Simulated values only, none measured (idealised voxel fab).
process module | voxel gate over fins
cross-section cut | 255 nm wide | cells 5 nm
A cross-section is a grid of square cells, given in bands from the top down. A band is one or more rows of cells.
Each band's line starts with the height of the band's top and of its bottom, in nm. Then come its materials from left to right, each with its width in nm. One material with "throughout" fills the band from edge to edge. "air" is empty space.
Height 0 is the level under which the wafer as received is all one material. The lowest band goes on downwards, as in "0 down".
A width such as "30 to 40" changes by the same amount from each row of cells to the next, from the band's top row to its bottom row.
"no change" after a step means that no cell of the cross-section changed.
closed voids: empty space of 8 cells or more with no open way to the top, each as width x height at its distance from the left edge, in nm
after a step's settings: what the simulator itself notes on the step
overlay nm, on a step with a mask: how far to the right of its planned place the mask lay; to the left if negative
plan
1 op RECEIVE | material Si
2 op CONFORMAL_DEP | material SiN | thk nm 10
3 op MASKED_ETCH | tone cover | mask id FINS | width nm 15 | pitch nm 60 | etch materials SiN | depth nm 10 | overlay nm 0
4 op MASKED_ETCH | tone cover | mask id FINS | width nm 15 | pitch nm 60 | etch materials Si | depth nm 35 | overlay nm 0
5 op OXIDIZE | depth nm 5
6 op FILL_DEP | material SiO2 | thk nm 10
7 op CMP | height nm 10
8 op PATTERN | tone open | mask id RAIL | material resist | width nm 15 | thk nm 20 | overlay nm 0
9 op DIRECTIONAL_ETCH | etch materials SiO2 | depth nm 40
10 op STRIP | etch materials resist
11 op CONFORMAL_DEP | material TiN | thk nm 5
12 op FILL_DEP | material Ru | thk nm 5
13 op CMP | height nm 10
14 op SELECTIVE_ETCH | etch materials W Ru TiN | depth nm 30
15 op FILL_DEP | material SiO2 | thk nm 5
16 op CMP | height nm 10
17 op SELECTIVE_ETCH | etch materials SiO2 | depth nm 25
18 op STRIP | etch materials SiN
19 op CONFORMAL_DEP | material HfO2 | thk nm 5
20 op CONFORMAL_DEP | material TiN | thk nm 5
21 op FILL_DEP | material W | thk nm 15
22 op CMP | height nm 20
23 op CONFORMAL_DEP | material SiCN | thk nm 10
as received, after step 1
  0 down: Si throughout
  closed voids: none
first wafer at the end, as planned
  30 to 20: SiCN throughout
  20 to 10: W throughout
  10 to 5: W 55 | TiN 25 | W 35 | TiN 25 | W 35 | TiN 25 | W 55
  5 to 0: W 55 | TiN 5 | HfO2 15 | TiN 5 | W 35 | TiN 5 | HfO2 15 | TiN 5 | W 35 | TiN 5 | HfO2 15 | TiN 5 | W 55
  0 to -5: W 55 | TiN 5 | HfO2 5 | Si 5 | HfO2 5 | TiN 5 | W 35 | TiN 5 | HfO2 5 | Si 5 | HfO2 5 | TiN 5 | W 35 | TiN 5 | HfO2 5 | Si 5 | HfO2 5 | TiN 5 | W 55
  -5 to -10: TiN 60 | HfO2 5 | Si 5 | HfO2 5 | TiN 45 | HfO2 5 | Si 5 | HfO2 5 | TiN 45 | HfO2 5 | Si 5 | HfO2 5 | TiN 60
  -10 to -15: HfO2 65 | Si 5 | HfO2 55 | Si 5 | HfO2 55 | Si 5 | HfO2 65
  -15 to -20: SiO2 65 | Si 5 | SiO2 55 | Si 5 | SiO2 55 | Si 5 | SiO2 65
  -20 to -25: SiO2 65 | Si 5 | SiO2 20 | TiN 5 | Ru 5 | TiN 5 | SiO2 20 | Si 5 | SiO2 55 | Si 5 | SiO2 65
  -25 to -30: SiO2 65 | Si 5 | SiO2 20 | TiN 15 | SiO2 20 | Si 5 | SiO2 55 | Si 5 | SiO2 65
  -30 to -40: SiO2 65 | Si 5 | SiO2 55 | Si 5 | SiO2 55 | Si 5 | SiO2 65
  -40 down: Si throughout
  closed voids: none
second wafer at the end: like start, like plan, one mistake
  30 to 20: SiCN throughout
  20 to 10: W throughout
  10 to 5: W 55 | TiN 25 | W 35 | TiN 25 | W 35 | TiN 25 | W 55
  5 to 0: W 55 | TiN 5 | HfO2 15 | TiN 5 | W 35 | TiN 5 | HfO2 15 | TiN 5 | W 35 | TiN 5 | HfO2 15 | TiN 5 | W 55
  0 to -5: W 55 | TiN 5 | HfO2 5 | Si 5 | HfO2 5 | TiN 5 | W 35 | TiN 5 | HfO2 5 | Si 5 | HfO2 5 | TiN 5 | W 35 | TiN 5 | HfO2 5 | Si 5 | HfO2 5 | TiN 5 | W 55
  -5 to -10: TiN 45 | W 10 | TiN 5 | HfO2 5 | Si 5 | HfO2 5 | TiN 5 | W 35 | TiN 5 | HfO2 5 | Si 5 | HfO2 5 | TiN 5 | W 35 | TiN 5 | HfO2 5 | Si 5 | HfO2 5 | TiN 5 | W 10 | TiN 45
  -10 to -15: HfO2 40 | TiN 5 | W 10 | TiN 5 | HfO2 5 | Si 5 | HfO2 5 | TiN 45 | HfO2 5 | Si 5 | HfO2 5 | TiN 5 | W 35 | TiN 5 | HfO2 5 | Si 5 | HfO2 5 | TiN 5 | W 10 | TiN 5 | HfO2 40
  -15 to -20: SiO2 35 | HfO2 5 | TiN 20 | HfO2 5 | Si 5 | HfO2 5 | TiN 10 | HfO2 25 | TiN 10 | HfO2 5 | Si 5 | HfO2 5 | TiN 45 | HfO2 5 | Si 5 | HfO2 5 | TiN 20 | HfO2 5 | SiO2 35
  -20 to -25: SiO2 35 | HfO2 30 | Si 5 | HfO2 20 | TiN 5 | Ru 5 | TiN 5 | HfO2 20 | Si 5 | HfO2 55 | Si 5 | HfO2 30 | SiO2 35
  -25 to -30: SiO2 65 | Si 5 | SiO2 20 | TiN 15 | SiO2 20 | Si 5 | SiO2 55 | Si 5 | SiO2 65
  -30 to -40: SiO2 65 | Si 5 | SiO2 55 | Si 5 | SiO2 55 | Si 5 | SiO2 65
  -40 down: Si throughout
  closed voids: none
what went wrong: steps 17 and 18 were swapped
at the end the second wafer has, in cells: 18 more of HfO2 | 65 fewer of SiO2 | 18 more of TiN | 29 more of W
